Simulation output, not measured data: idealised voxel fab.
The process module presented herein is designated voxel spacer lines.
In the cross-section labelled cut, the width is 230 nm and each square cell is 5 nm.
We lay out every cross-section as a grid of square cells and spell it out in bands from the top down, where one band means one or more rows of cells.
The entry gives the band's vertical extent as a top height and a bottom height in nm, then its horizontal make-up as materials from left to right, each with a width in nm. "blank" stands for empty space; a single material marked "all across" fills the band edge to edge.
The reference from which all heights are counted is 0, the level beneath which the as-received wafer is entirely one material; the lowest band, having no lower bound, proceeds downward and is written after the example "0 nm and below".
Read "30->40" as a graded width: first number on top, second number at the bottom, same change between each pair of neighbouring rows.
When a step is marked "nothing got changed", none of the cells in the cross-section changed during that step.
Voids not open to the top, 8 cells minimum: see "Voids, fully enclosed". Written width x height at distance; distance is from the left edge; nm.
The remark found on a step's line after its settings is issued by the simulator itself and pertains to that step.
A step line may carry the setting "overlay nm", which, for steps involving a mask, states the distance by which the mask lay to the right of its intended position; negative values denote displacement to the left.
These are the steps we planned for the process
1. RECEIVE,material Si
2. CONFORMAL_DEP,material Al2O3,thk nm 5
3. DIRECTIONAL_DEP,material SiN,thk nm 10
4. DIRECTIONAL_DEP,material polySi,thk nm 25
5. PATTERN,tone cover,mask id MANDREL,material resist,width nm 15,pitch nm 60,thk nm 35,overlay nm 0
6. DIRECTIONAL_ETCH,etch materials polySi,depth nm 25
7. STRIP,etch materials resist
8. CONFORMAL_DEP,material SiO2,thk nm 15
9. DIRECTIONAL_ETCH,etch materials SiO2,depth nm 15
10. STRIP,etch materials polySi
11. DIRECTIONAL_ETCH,etch materials SiN,depth nm 10
12. STRIP,etch materials SiO2
So this is the incoming wafer in cross-section - it's already been through step 1
	0 nm and below | Si all across
	Voids, fully enclosed: none
Wafer cross-section at end of module: start and plan as shown above, one execution error
	30 nm to 5 nm | polySi all across
	5 nm to 0 nm | Al2O3 all across
	0 nm and below | Si all across
	Voids, fully enclosed: none
Here's what went sideways: steps 3 and 4: order swapped relative to plan
